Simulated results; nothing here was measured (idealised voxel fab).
You're looking at the process module voxel transistor to metal.
Each square cell in cross-section cut measures 5 nm, and the section as a whole is 155 nm wide.
Each cross-section below is a grid of square cells, stated as bands in top-down order, with one or more rows of cells making up each band. For a band, the entry starts with two heights in nm, that of the top and then that of the bottom, and carries on with the band's materials in order from left to right, each alongside its width in nm; the word "all across" beside a single material means it fills the band edge to edge, and "blank" means empty space. A quick word on heights: they are counted from 0, and under that level the wafer as it came to us is one material throughout. The lowest band is different from the rest in having no bottom; it simply continues downward, written as in "0 nm and below". Quick explanation for "30->40": the width changes in equal steps down the rows of cells, from the first number in the band's top row to the second number in its bottom row. Step marked "no change occurred"? Then no cell in the cross-section changed in it. Empty spaces counting at least 8 cells and having no open way to the top are listed in "Voids, sealed". The notation width x height at distance is used for each, the distance being from the left edge and all three values in nm. Formally, on a step line, whatever follows the settings is a remark that the simulator itself makes on the step. overlay nm: right-of-plan distance of the mask on a masked step; negative values mean left-of-plan. Each of the pairs that make up the rest of this document says: here is the cross-section before one process step, here is the cross-section after it, drawn only down to the lowest band that changed, and here, under the pair, is the step lying between them with its settings. Different pairs may come from different runs of this module on the same starting wafer, so a pair continues from the pair above it only where its entry headed "Pre-step condition" says so.

**Pre-step condition**
    135 nm to 105 nm  resist 25 nm, then blank 20 nm, then resist 60 nm, then blank 20 nm, then resist 30 nm
    105 nm to 95 nm  aC all across
    95 nm to 60 nm  SiO2 all across
    60 nm to 55 nm  SiCN all across
    55 nm to 30 nm  SiO2 20 nm, then SiN 5 nm, then W 20 nm, then SiN 5 nm, then SiO2 50 nm, then SiN 5 nm, then W 20 nm, then SiN 5 nm, then SiO2 25 nm
    30 nm to 25 nm  SiN 25 nm, then TiN 20 nm, then SiN 60 nm, then TiN 20 nm, then SiN 30 nm
    25 nm to 20 nm  W 20 nm, then TiN 5 nm, then SiO2 20 nm, then TiN 5 nm, then W 50 nm, then TiN 5 nm, then SiO2 20 nm, then TiN 5 nm, then W 25 nm
    20 nm to 15 nm  W 20 nm, then TiN 5 nm, then SiO2 20 nm, then TiN 60 nm, then SiO2 20 nm, then TiN 5 nm, then W 25 nm
    15 nm to 5 nm  W 20 nm, then TiN 5 nm, then SiO2 20 nm, then TiN 5 nm, then SiN 5 nm, then HfO2 5 nm, then TiN 5 nm, then W 20 nm, then TiN 5 nm, then HfO2 5 nm, then SiN 5 nm, then TiN 5 nm, then SiO2 20 nm, then TiN 5 nm, then W 25 nm
    5 nm to 0 nm  W 15 nm, then TiN 10 nm, then SiO2 20 nm, then TiN 5 nm, then SiN 5 nm, then HfO2 5 nm, then TiN 5 nm, then W 20 nm, then TiN 5 nm, then HfO2 5 nm, then SiN 5 nm, then TiN 5 nm, then SiO2 20 nm, then TiN 10 nm, then W 20 nm
    0 nm to -5 nm  TiN 20 nm, then SiN 5 nm, then SiO2 15 nm, then pSi 10 nm, then SiN 5 nm, then HfO2 5 nm, then TiN 30 nm, then HfO2 5 nm, then SiN 5 nm, then pSi 10 nm, then SiO2 15 nm, then SiN 5 nm, then TiN 25 nm
    -5 nm to -10 nm  SiO2 25 nm, then pSi 25 nm, then SiO2 5 nm, then HfO2 40 nm, then SiO2 5 nm, then pSi 25 nm, then SiO2 30 nm
    -10 nm to -15 nm  SiO2 25 nm, then pSi 25 nm, then Si 50 nm, then pSi 25 nm, then SiO2 30 nm
    -15 nm to -30 nm  SiO2 25 nm, then Si 100 nm, then SiO2 30 nm
    -30 nm and below  Si all across
    Voids, sealed: none

**Post-Step Snapshot**
    125 nm to 105 nm  resist 25 nm, then blank 20 nm, then resist 60 nm, then blank 20 nm, then resist 30 nm
    105 nm to 95 nm  aC 25 nm, then blank 20 nm, then aC 60 nm, then blank 20 nm, then aC 30 nm
    Under 95: no change, same as before.
    Voids, sealed: none
Going from one cross-section above to the next, the wafer undergoes DIRECTIONAL_ETCH (etch materials aC; depth nm 10)

Pre-step condition: check the pair just above; its after cross-section is our before state.

**Post-Step Snapshot**
    105 nm to 95 nm  aC 25 nm, then blank 20 nm, then aC 60 nm, then blank 20 nm, then aC 30 nm
    Under 95: no change, same as before.
    Voids, sealed: none
Going from one cross-section above to the next, the wafer undergoes STRIP (etch materials resist)

Pre-step condition: check the pair just above; its after cross-section is our before state.

**Post-Step Snapshot**
    105 nm to 95 nm  aC 25 nm, then blank 20 nm, then aC 60 nm, then blank 20 nm, then aC 30 nm
    95 nm to 75 nm  SiO2 25 nm, then blank 20 nm, then SiO2 60 nm, then blank 20 nm, then SiO2 30 nm
    Under 75: no change, same as before.
    Voids, sealed: none
Going from one cross-section above to the next, the wafer undergoes DIRECTIONAL_ETCH (etch materials SiO2; depth nm 20)

Pre-step condition: check the pair just above; its after cross-section is our before state.

**Post-Step Snapshot**
    95 nm to 75 nm  SiO2 25 nm, then blank 20 nm, then SiO2 60 nm, then blank 20 nm, then SiO2 30 nm
    Under 75: no change, same as before.
    Voids, sealed: none
Going from one cross-section above to the next, the wafer undergoes STRIP (etch materials aC)

Pre-step condition: check the pair just above; its after cross-section is our before state.

**Post-Step Snapshot**
    110 nm to 95 nm  aC 25 nm, then blank 20 nm, then aC 60 nm, then blank 20 nm, then aC 30 nm
    95 nm to 90 nm  SiO2 25 nm, then blank 20 nm, then SiO2 60 nm, then blank 20 nm, then SiO2 30 nm
    90 nm to 75 nm  SiO2 25 nm, then aC 20 nm, then SiO2 60 nm, then aC 20 nm, then SiO2 30 nm
    Under 75: no change, same as before.
    Voids, sealed: none
Going from one cross-section above to the next, the wafer undergoes DIRECTIONAL_DEP (material aC; thk nm 15)

Pre-step condition: check the pair just above; its after cross-section is our before state.

**Post-Step Snapshot**
    140 nm to 110 nm  resist 25 nm, then blank 15 nm, then resist 65 nm, then blank 15 nm, then resist 35 nm
    110 nm to 95 nm  aC 25 nm, then blank 15 nm, then resist 5 nm, then aC 60 nm, then blank 15 nm, then resist 5 nm, then aC 30 nm
    95 nm to 90 nm  SiO2 25 nm, then blank 15 nm, then resist 5 nm, then SiO2 60 nm, then blank 15 nm, then resist 5 nm, then SiO2 30 nm
    Under 90: no change, same as before.
    Voids, sealed: none
Going from one cross-section above to the next, the wafer undergoes PATTERN (tone open; mask id METAL_2_HOLES; material resist; width nm 15; pitch nm 80; thk nm 30; overlay nm 0)

Pre-step condition: check the pair just above; its after cross-section is our before state.

**Post-Step Snapshot**
    125 nm to 110 nm  resist 25 nm, then blank 15 nm, then resist 65 nm, then blank 15 nm, then resist 35 nm
    110 nm to 95 nm  aC 25 nm, then blank 15 nm, then resist 5 nm, then aC 60 nm, then blank 15 nm, then resist 5 nm, then aC 30 nm
    95 nm to 90 nm  SiO2 25 nm, then blank 15 nm, then resist 5 nm, then SiO2 60 nm, then blank 15 nm, then resist 5 nm, then SiO2 30 nm
    90 nm to 75 nm  SiO2 25 nm, then blank 15 nm, then aC 5 nm, then SiO2 60 nm, then blank 15 nm, then aC 5 nm, then SiO2 30 nm
    Under 75: no change, same as before.
    Voids, sealed: none
Going from one cross-section above to the next, the wafer undergoes DIRECTIONAL_ETCH (etch materials aC; depth nm 15)

Pre-step condition: check the pair just above; its after cross-section is our before state.

**Post-Step Snapshot**
    110 nm to 95 nm  aC 25 nm, then blank 20 nm, then aC 60 nm, then blank 20 nm, then aC 30 nm
    95 nm to 90 nm  SiO2 25 nm, then blank 20 nm, then SiO2 60 nm, then blank 20 nm, then SiO2 30 nm
    Under 90: no change, same as before.
    Voids, sealed: none
Going from one cross-section above to the next, the wafer undergoes STRIP (etch materials resist)

Pre-step condition: check the pair just above; its after cross-section is our before state.

**Post-Step Snapshot**
    110 nm to 95 nm  aC 25 nm, then blank 20 nm, then aC 60 nm, then blank 20 nm, then aC 30 nm
    95 nm to 90 nm  SiO2 25 nm, then blank 20 nm, then SiO2 60 nm, then blank 20 nm, then SiO2 30 nm
    90 nm to 75 nm  SiO2 25 nm, then blank 15 nm, then aC 5 nm, then SiO2 60 nm, then blank 15 nm, then aC 5 nm, then SiO2 30 nm
    75 nm to 60 nm  SiO2 25 nm, then blank 15 nm, then SiO2 65 nm, then blank 15 nm, then SiO2 35 nm
    Under 60: no change, same as before.
    Voids, sealed: none
Going from one cross-section above to the next, the wafer undergoes DIRECTIONAL_ETCH (etch materials SiO2; depth nm 15)

Pre-step condition: check the pair just above; its after cross-section is our before state.

**Post-Step Snapshot**
    110 nm to 95 nm  aC 25 nm, then blank 20 nm, then aC 60 nm, then blank 20 nm, then aC 30 nm
    95 nm to 90 nm  SiO2 25 nm, then blank 20 nm, then SiO2 60 nm, then blank 20 nm, then SiO2 30 nm
    90 nm to 75 nm  SiO2 25 nm, then blank 15 nm, then aC 5 nm, then SiO2 60 nm, then blank 15 nm, then aC 5 nm, then SiO2 30 nm
    75 nm to 60 nm  SiO2 25 nm, then blank 15 nm, then SiO2 65 nm, then blank 15 nm, then SiO2 35 nm
    60 nm to 55 nm  SiCN 25 nm, then blank 15 nm, then SiCN 65 nm, then blank 15 nm, then SiCN 35 nm
    Under 55: no change, same as before.
    Voids, sealed: none
Going from one cross-section above to the next, the wafer undergoes DIRECTIONAL_ETCH (etch materials SiCN; depth nm 5)

Pre-step condition: check the pair just above; its after cross-section is our before state.

**Post-Step Snapshot**
    95 nm to 75 nm  SiO2 25 nm, then blank 20 nm, then SiO2 60 nm, then blank 20 nm, then SiO2 30 nm
    Under 75: no change, same as before.
    Voids, sealed: none
Going from one cross-section above to the next, the wafer undergoes STRIP (etch materials aC)

Pre-step condition: check the pair just above; its after cross-section is our before state.

**Post-Step Snapshot**
    100 nm to 95 nm  TiN 30 nm, then blank 10 nm, then TiN 70 nm, then blank 10 nm, then TiN 35 nm
    95 nm to 80 nm  SiO2 25 nm, then TiN 5 nm, then blank 10 nm, then TiN 5 nm, then SiO2 60 nm, then TiN 5 nm, then blank 10 nm, then TiN 5 nm, then SiO2 30 nm
    80 nm to 75 nm  SiO2 25 nm, then TiN 5 nm, then blank 5 nm, then TiN 10 nm, then SiO2 60 nm, then TiN 5 nm, then blank 5 nm, then TiN 10 nm, then SiO2 30 nm
    75 nm to 60 nm  SiO2 25 nm, then TiN 5 nm, then blank 5 nm, then TiN 5 nm, then SiO2 65 nm, then TiN 5 nm, then blank 5 nm, then TiN 5 nm, then SiO2 35 nm
    60 nm to 55 nm  SiCN 25 nm, then TiN 15 nm, then SiCN 65 nm, then TiN 15 nm, then SiCN 35 nm
    Under 55: no change, same as before.
    Voids, sealed: none
Going from one cross-section above to the next, the wafer undergoes CONFORMAL_DEP (material TiN; thk nm 5)

Pre-step condition: check the pair just above; its after cross-section is our before state.

**Post-Step Snapshot**
    110 nm to 100 nm  Cu all across
    100 nm to 95 nm  TiN 30 nm, then Cu 10 nm, then TiN 70 nm, then Cu 10 nm, then TiN 35 nm
    95 nm to 80 nm  SiO2 25 nm, then TiN 5 nm, then Cu 10 nm, then TiN 5 nm, then SiO2 60 nm, then TiN 5 nm, then Cu 10 nm, then TiN 5 nm, then SiO2 30 nm
    80 nm to 75 nm  SiO2 25 nm, then TiN 5 nm, then Cu 5 nm, then TiN 10 nm, then SiO2 60 nm, then TiN 5 nm, then Cu 5 nm, then TiN 10 nm, then SiO2 30 nm
    75 nm to 60 nm  SiO2 25 nm, then TiN 5 nm, then Cu 5 nm, then TiN 5 nm, then SiO2 65 nm, then TiN 5 nm, then Cu 5 nm, then TiN 5 nm, then SiO2 35 nm
    Under 60: no change, same as before.
    Voids, sealed: none
Going from one cross-section above to the next, the wafer undergoes FILL_DEP (material Cu; thk nm 10)

Pre-step condition: check the pair just above; its after cross-section is our before state.

**Post-Step Snapshot**
    95 nm to 80 nm  SiO2 25 nm, then TiN 5 nm, then Cu 10 nm, then TiN 5 nm, then SiO2 60 nm, then TiN 5 nm, then Cu 10 nm, then TiN 5 nm, then SiO2 30 nm
    Under 80: no change, same as before.
    Voids, sealed: none
Going from one cross-section above to the next, the wafer undergoes CMP (height nm 95)

Pre-step condition: check the pair just above; its after cross-section is our before state.

**Post-Step Snapshot**
    100 nm to 95 nm  SiCN all across
    Under 95: no change, same as before.
    Voids, sealed: none
Going from one cross-section above to the next, the wafer undergoes CONFORMAL_DEP (material SiCN; thk nm 5)
